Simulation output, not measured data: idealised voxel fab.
Process module under the name voxel wiring stack
Pictured: cross-section cut, 260 nm wide, on a grid of 5 nm square cells.
A cross-section is written here as square cells arranged in a grid, and it is given in bands from the top down, each band taking up one or more rows of cells. Per band: top height and bottom height in nm, followed by the left-to-right materials and their widths in nm; "full width" marks a single material spanning edge to edge, "blank" marks empty space. Heights are reckoned from 0. Under this level, the received wafer is all of one material. The bottommost band is open-ended downward, for example "0 nm and below". The two numbers in a width such as "30..40" mark its ends across the band: the first belongs to the top row of cells, the second to the bottom row, and from each row to the next the width moves by the same amount. Given "stayed the same" for a step, no cell of the cross-section differs between before and after that step. What "Closed void list" gives you is every empty space of 8 cells or more that is cut off from the top. Each appears as width x height at distance, with the distance taken from the left edge and width, height and distance all in nm. Past the settings on a step's line: simulator remark, on that step. "overlay nm" on a masked step: distance the mask lay right of its planned place, negative for left.

### Process steps (planned)
1,RECEIVE, material Si
2,CONFORMAL_DEP, material SiO2, thk nm 15
3,DIRECTIONAL_DEP, material TiN, thk nm 5
4,DIRECTIONAL_DEP, material Ru, thk nm 15
5,PATTERN, tone cover, mask id METAL_1, material resist, width nm 20, pitch nm 45, thk nm 20, overlay nm 0
6,DIRECTIONAL_ETCH, etch materials Ru, depth nm 15
7,DIRECTIONAL_ETCH, etch materials TiN, depth nm 5
8,STRIP, etch materials resist
9,CONFORMAL_DEP, material SiN, thk nm 5
10,FILL_DEP, material SiO2, thk nm 10
11,CMP, height nm 35
12,CONFORMAL_DEP, material SiCN, thk nm 5
13,DIRECTIONAL_DEP, material SiO2, thk nm 30
14,MASKED_ETCH, tone open, mask id METAL_2_HOLES, width nm 15, pitch nm 45, etch materials SiO2, depth nm 30, overlay nm 0
15,MASKED_ETCH, tone open, mask id METAL_2, width nm 20, pitch nm 45, etch materials SiO2, depth nm 15, overlay nm 0
16,MASKED_ETCH, tone open, mask id METAL_2, width nm 20, pitch nm 45, etch materials SiCN, depth nm 5, overlay nm 0
17,CONFORMAL_DEP, material TiN, thk nm 5
18,FILL_DEP, material Ru, thk nm 10
19,CMP, height nm 70
20,CONFORMAL_DEP, material SiCN, thk nm 5

### The first of a set of two wafers, run to plan

### Incoming wafer, cross-sectional view, post step 1
* 0 nm and below = Si full width
* Closed void list: none

### How the wafer stands in section after step 2
* 15 nm to 0 nm = SiO2 full width
* Everything below 0 is unchanged.

### How the wafer stands in section after step 3
* 20 nm to 15 nm = TiN full width
* Everything below 15 is unchanged.

### How the wafer stands in section after step 4
* 35 nm to 20 nm = Ru full width
* Everything below 20 is unchanged.

### How the wafer stands in section after step 5
* 55 nm to 35 nm = 50 of blank | 20 of resist | 25 of blank | 20 of resist | 25 of blank | 20 of resist | 25 of blank | 20 of resist | 55 of blank
* Everything below 35 is unchanged.

### How the wafer stands in section after step 6
* 55 nm to 35 nm = 50 of blank | 20 of resist | 25 of blank | 20 of resist | 25 of blank | 20 of resist | 25 of blank | 20 of resist | 55 of blank
* 35 nm to 20 nm = 50 of blank | 20 of Ru | 25 of blank | 20 of Ru | 25 of blank | 20 of Ru | 25 of blank | 20 of Ru | 55 of blank
* Everything below 20 is unchanged.

### How the wafer stands in section after step 7
* 55 nm to 35 nm = 50 of blank | 20 of resist | 25 of blank | 20 of resist | 25 of blank | 20 of resist | 25 of blank | 20 of resist | 55 of blank
* 35 nm to 20 nm = 50 of blank | 20 of Ru | 25 of blank | 20 of Ru | 25 of blank | 20 of Ru | 25 of blank | 20 of Ru | 55 of blank
* 20 nm to 15 nm = 50 of blank | 20 of TiN | 25 of blank | 20 of TiN | 25 of blank | 20 of TiN | 25 of blank | 20 of TiN | 55 of blank
* Everything below 15 is unchanged.

### How the wafer stands in section after step 8
* 35 nm to 20 nm = 50 of blank | 20 of Ru | 25 of blank | 20 of Ru | 25 of blank | 20 of Ru | 25 of blank | 20 of Ru | 55 of blank
* Everything below 20 is unchanged.

### How the wafer stands in section after step 9
* 40 nm to 35 nm = 45 of blank | 30 of SiN | 15 of blank | 30 of SiN | 15 of blank | 30 of SiN | 15 of blank | 30 of SiN | 50 of blank
* 35 nm to 20 nm = 45 of blank | 5 of SiN | 20 of Ru | 5 of SiN | 15 of blank | 5 of SiN | 20 of Ru | 5 of SiN | 15 of blank | 5 of SiN | 20 of Ru | 5 of SiN | 15 of blank | 5 of SiN | 20 of Ru | 5 of SiN | 50 of blank
* 20 nm to 15 nm = 50 of SiN | 20 of TiN | 25 of SiN | 20 of TiN | 25 of SiN | 20 of TiN | 25 of SiN | 20 of TiN | 55 of SiN
* Everything below 15 is unchanged.

### How the wafer stands in section after step 10
* 50 nm to 40 nm = SiO2 full width
* 40 nm to 35 nm = 45 of SiO2 | 30 of SiN | 15 of SiO2 | 30 of SiN | 15 of SiO2 | 30 of SiN | 15 of SiO2 | 30 of SiN | 50 of SiO2
* 35 nm to 20 nm = 45 of SiO2 | 5 of SiN | 20 of Ru | 5 of SiN | 15 of SiO2 | 5 of SiN | 20 of Ru | 5 of SiN | 15 of SiO2 | 5 of SiN | 20 of Ru | 5 of SiN | 15 of SiO2 | 5 of SiN | 20 of Ru | 5 of SiN | 50 of SiO2
* Everything below 20 is unchanged.

### How the wafer stands in section after step 11
* 35 nm to 20 nm = 45 of SiO2 | 5 of SiN | 20 of Ru | 5 of SiN | 15 of SiO2 | 5 of SiN | 20 of Ru | 5 of SiN | 15 of SiO2 | 5 of SiN | 20 of Ru | 5 of SiN | 15 of SiO2 | 5 of SiN | 20 of Ru | 5 of SiN | 50 of SiO2
* Everything below 20 is unchanged.

### How the wafer stands in section after step 12
* 40 nm to 35 nm = SiCN full width
* Everything below 35 is unchanged.

### How the wafer stands in section after step 13
* 70 nm to 40 nm = SiO2 full width
* Everything below 40 is unchanged.

### How the wafer stands in section after step 14
* 70 nm to 40 nm = 50 of SiO2 | 15 of blank | 30 of SiO2 | 15 of blank | 30 of SiO2 | 15 of blank | 30 of SiO2 | 15 of blank | 60 of SiO2
* Everything below 40 is unchanged.

### How the wafer stands in section after step 15
* 70 nm to 55 nm = 50 of SiO2 | 20 of blank | 25 of SiO2 | 20 of blank | 25 of SiO2 | 20 of blank | 25 of SiO2 | 20 of blank | 55 of SiO2
* Everything below 55 is unchanged.

### How the wafer stands in section after step 16
* 70 nm to 55 nm = 50 of SiO2 | 20 of blank | 25 of SiO2 | 20 of blank | 25 of SiO2 | 20 of blank | 25 of SiO2 | 20 of blank | 55 of SiO2
* 55 nm to 40 nm = 50 of SiO2 | 15 of blank | 30 of SiO2 | 15 of blank | 30 of SiO2 | 15 of blank | 30 of SiO2 | 15 of blank | 60 of SiO2
* 40 nm to 35 nm = 50 of SiCN | 15 of blank | 30 of SiCN | 15 of blank | 30 of SiCN | 15 of blank | 30 of SiCN | 15 of blank | 60 of SiCN
* Everything below 35 is unchanged.

### How the wafer stands in section after step 17
* 75 nm to 70 nm = 55 of TiN | 10 of blank | 35 of TiN | 10 of blank | 35 of TiN | 10 of blank | 35 of TiN | 10 of blank | 60 of TiN
* 70 nm to 60 nm = 50 of SiO2 | 5 of TiN | 10 of blank | 5 of TiN | 25 of SiO2 | 5 of TiN | 10 of blank | 5 of TiN | 25 of SiO2 | 5 of TiN | 10 of blank | 5 of TiN | 25 of SiO2 | 5 of TiN | 10 of blank | 5 of TiN | 55 of SiO2
* 60 nm to 55 nm = 50 of SiO2 | 5 of TiN | 5 of blank | 10 of TiN | 25 of SiO2 | 5 of TiN | 5 of blank | 10 of TiN | 25 of SiO2 | 5 of TiN | 5 of blank | 10 of TiN | 25 of SiO2 | 5 of TiN | 5 of blank | 10 of TiN | 55 of SiO2
* 55 nm to 40 nm = 50 of SiO2 | 5 of TiN | 5 of blank | 5 of TiN | 30 of SiO2 | 5 of TiN | 5 of blank | 5 of TiN | 30 of SiO2 | 5 of TiN | 5 of blank | 5 of TiN | 30 of SiO2 | 5 of TiN | 5 of blank | 5 of TiN | 60 of SiO2
* 40 nm to 35 nm = 50 of SiCN | 15 of TiN | 30 of SiCN | 15 of TiN | 30 of SiCN | 15 of TiN | 30 of SiCN | 15 of TiN | 60 of SiCN
* Everything below 35 is unchanged.

### How the wafer stands in section after step 18
* 85 nm to 75 nm = Ru full width
* 75 nm to 70 nm = 55 of TiN | 10 of Ru | 35 of TiN | 10 of Ru | 35 of TiN | 10 of Ru | 35 of TiN | 10 of Ru | 60 of TiN
* 70 nm to 60 nm = 50 of SiO2 | 5 of TiN | 10 of Ru | 5 of TiN | 25 of SiO2 | 5 of TiN | 10 of Ru | 5 of TiN | 25 of SiO2 | 5 of TiN | 10 of Ru | 5 of TiN | 25 of SiO2 | 5 of TiN | 10 of Ru | 5 of TiN | 55 of SiO2
* 60 nm to 55 nm = 50 of SiO2 | 5 of TiN | 5 of Ru | 10 of TiN | 25 of SiO2 | 5 of TiN | 5 of Ru | 10 of TiN | 25 of SiO2 | 5 of TiN | 5 of Ru | 10 of TiN | 25 of SiO2 | 5 of TiN | 5 of Ru | 10 of TiN | 55 of SiO2
* 55 nm to 40 nm = 50 of SiO2 | 5 of TiN | 5 of Ru | 5 of TiN | 30 of SiO2 | 5 of TiN | 5 of Ru | 5 of TiN | 30 of SiO2 | 5 of TiN | 5 of Ru | 5 of TiN | 30 of SiO2 | 5 of TiN | 5 of Ru | 5 of TiN | 60 of SiO2
* Everything below 40 is unchanged.

### How the wafer stands in section after step 19
* 70 nm to 60 nm = 50 of SiO2 | 5 of TiN | 10 of Ru | 5 of TiN | 25 of SiO2 | 5 of TiN | 10 of Ru | 5 of TiN | 25 of SiO2 | 5 of TiN | 10 of Ru | 5 of TiN | 25 of SiO2 | 5 of TiN | 10 of Ru | 5 of TiN | 55 of SiO2
* Everything below 60 is unchanged.

### How the wafer stands in section after step 20
* 75 nm to 70 nm = SiCN full width
* Everything below 70 is unchanged.

### Companion wafer, the second of two: same beginning, same intended sequence, one mistake in carrying it out; through step 2 inclusive it tracks the first exactly

### Cross-section of the second wafer corresponding to the planned conclusion of step 3
* 30 nm to 15 nm = Ru full width
* Everything below 15 is unchanged.

### Cross-section of the second wafer corresponding to the planned conclusion of step 4
* 35 nm to 30 nm = TiN full width
* Everything below 30 is unchanged.

### Cross-section of the second wafer corresponding to the planned conclusion of step 5
* 55 nm to 35 nm = 50 of blank | 20 of resist | 25 of blank | 20 of resist | 25 of blank | 20 of resist | 25 of blank | 20 of resist | 55 of blank
* Everything below 35 is unchanged.

Cross-section of the second wafer corresponding to the planned conclusion of step 6: stayed the same

### Cross-section of the second wafer corresponding to the planned conclusion of step 7
* 55 nm to 35 nm = 50 of blank | 20 of resist | 25 of blank | 20 of resist | 25 of blank | 20 of resist | 25 of blank | 20 of resist | 55 of blank
* 35 nm to 30 nm = 50 of blank | 20 of TiN | 25 of blank | 20 of TiN | 25 of blank | 20 of TiN | 25 of blank | 20 of TiN | 55 of blank
* Everything below 30 is unchanged.

### Cross-section of the second wafer corresponding to the planned conclusion of step 8
* 35 nm to 30 nm = 50 of blank | 20 of TiN | 25 of blank | 20 of TiN | 25 of blank | 20 of TiN | 25 of blank | 20 of TiN | 55 of blank
* Everything below 30 is unchanged.

### Cross-section of the second wafer corresponding to the planned conclusion of step 9
* 40 nm to 35 nm = 45 of blank | 30 of SiN | 15 of blank | 30 of SiN | 15 of blank | 30 of SiN | 15 of blank | 30 of SiN | 50 of blank
* 35 nm to 30 nm = 50 of SiN | 20 of TiN | 25 of SiN | 20 of TiN | 25 of SiN | 20 of TiN | 25 of SiN | 20 of TiN | 55 of SiN
* Everything below 30 is unchanged.

### Cross-section of the second wafer corresponding to the planned conclusion of step 10
* 50 nm to 40 nm = SiO2 full width
* 40 nm to 35 nm = 45 of SiO2 | 30 of SiN | 15 of SiO2 | 30 of SiN | 15 of SiO2 | 30 of SiN | 15 of SiO2 | 30 of SiN | 50 of SiO2
* Everything below 35 is unchanged.

### Cross-section of the second wafer corresponding to the planned conclusion of step 11
* 35 nm to 30 nm = 50 of SiN | 20 of TiN | 25 of SiN | 20 of TiN | 25 of SiN | 20 of TiN | 25 of SiN | 20 of TiN | 55 of SiN
* Everything below 30 is unchanged.

### Cross-section of the second wafer corresponding to the planned conclusion of step 12
* 40 nm to 35 nm = SiCN full width
* Everything below 35 is unchanged.

### Cross-section of the second wafer corresponding to the planned conclusion of step 13
* 70 nm to 40 nm = SiO2 full width
* Everything below 40 is unchanged.

### Cross-section of the second wafer corresponding to the planned conclusion of step 14
* 70 nm to 40 nm = 50 of SiO2 | 15 of blank | 30 of SiO2 | 15 of blank | 30 of SiO2 | 15 of blank | 30 of SiO2 | 15 of blank | 60 of SiO2
* Everything below 40 is unchanged.

### Cross-section of the second wafer corresponding to the planned conclusion of step 15
* 70 nm to 55 nm = 50 of SiO2 | 20 of blank | 25 of SiO2 | 20 of blank | 25 of SiO2 | 20 of blank | 25 of SiO2 | 20 of blank | 55 of SiO2
* Everything below 55 is unchanged.

### Cross-section of the second wafer corresponding to the planned conclusion of step 16
* 70 nm to 55 nm = 50 of SiO2 | 20 of blank | 25 of SiO2 | 20 of blank | 25 of SiO2 | 20 of blank | 25 of SiO2 | 20 of blank | 55 of SiO2
* 55 nm to 40 nm = 50 of SiO2 | 15 of blank | 30 of SiO2 | 15 of blank | 30 of SiO2 | 15 of blank | 30 of SiO2 | 15 of blank | 60 of SiO2
* 40 nm to 35 nm = 50 of SiCN | 15 of blank | 30 of SiCN | 15 of blank | 30 of SiCN | 15 of blank | 30 of SiCN | 15 of blank | 60 of SiCN
* Everything below 35 is unchanged.

### Cross-section of the second wafer corresponding to the planned conclusion of step 17
* 75 nm to 70 nm = 55 of TiN | 10 of blank | 35 of TiN | 10 of blank | 35 of TiN | 10 of blank | 35 of TiN | 10 of blank | 60 of TiN
* 70 nm to 60 nm = 50 of SiO2 | 5 of TiN | 10 of blank | 5 of TiN | 25 of SiO2 | 5 of TiN | 10 of blank | 5 of TiN | 25 of SiO2 | 5 of TiN | 10 of blank | 5 of TiN | 25 of SiO2 | 5 of TiN | 10 of blank | 5 of TiN | 55 of SiO2
* 60 nm to 55 nm = 50 of SiO2 | 5 of TiN | 5 of blank | 10 of TiN | 25 of SiO2 | 5 of TiN | 5 of blank | 10 of TiN | 25 of SiO2 | 5 of TiN | 5 of blank | 10 of TiN | 25 of SiO2 | 5 of TiN | 5 of blank | 10 of TiN | 55 of SiO2
* 55 nm to 40 nm = 50 of SiO2 | 5 of TiN | 5 of blank | 5 of TiN | 30 of SiO2 | 5 of TiN | 5 of blank | 5 of TiN | 30 of SiO2 | 5 of TiN | 5 of blank | 5 of TiN | 30 of SiO2 | 5 of TiN | 5 of blank | 5 of TiN | 60 of SiO2
* 40 nm to 35 nm = 50 of SiCN | 15 of TiN | 30 of SiCN | 15 of TiN | 30 of SiCN | 15 of TiN | 30 of SiCN | 15 of TiN | 60 of SiCN
* Everything below 35 is unchanged.

### Cross-section of the second wafer corresponding to the planned conclusion of step 18
* 85 nm to 75 nm = Ru full width
* 75 nm to 70 nm = 55 of TiN | 10 of Ru | 35 of TiN | 10 of Ru | 35 of TiN | 10 of Ru | 35 of TiN | 10 of Ru | 60 of TiN
* 70 nm to 60 nm = 50 of SiO2 | 5 of TiN | 10 of Ru | 5 of TiN | 25 of SiO2 | 5 of TiN | 10 of Ru | 5 of TiN | 25 of SiO2 | 5 of TiN | 10 of Ru | 5 of TiN | 25 of SiO2 | 5 of TiN | 10 of Ru | 5 of TiN | 55 of SiO2
* 60 nm to 55 nm = 50 of SiO2 | 5 of TiN | 5 of Ru | 10 of TiN | 25 of SiO2 | 5 of TiN | 5 of Ru | 10 of TiN | 25 of SiO2 | 5 of TiN | 5 of Ru | 10 of TiN | 25 of SiO2 | 5 of TiN | 5 of Ru | 10 of TiN | 55 of SiO2
* 55 nm to 40 nm = 50 of SiO2 | 5 of TiN | 5 of Ru | 5 of TiN | 30 of SiO2 | 5 of TiN | 5 of Ru | 5 of TiN | 30 of SiO2 | 5 of TiN | 5 of Ru | 5 of TiN | 30 of SiO2 | 5 of TiN | 5 of Ru | 5 of TiN | 60 of SiO2
* Everything below 40 is unchanged.

### Cross-section of the second wafer corresponding to the planned conclusion of step 19
* 70 nm to 60 nm = 50 of SiO2 | 5 of TiN | 10 of Ru | 5 of TiN | 25 of SiO2 | 5 of TiN | 10 of Ru | 5 of TiN | 25 of SiO2 | 5 of TiN | 10 of Ru | 5 of TiN | 25 of SiO2 | 5 of TiN | 10 of Ru | 5 of TiN | 55 of SiO2
* Everything below 60 is unchanged.

### Cross-section of the second wafer corresponding to the planned conclusion of step 20
* 75 nm to 70 nm = SiCN full width
* Everything below 70 is unchanged.
What was done differently from what was planned? steps 3 and 4 of the plan were each performed in the slot designated for the other
Once processing is complete, comparing cell counts shows that the second wafer has more or fewer of certain materials than the first: +108 Ru, -24 SiN, -84 SiO2
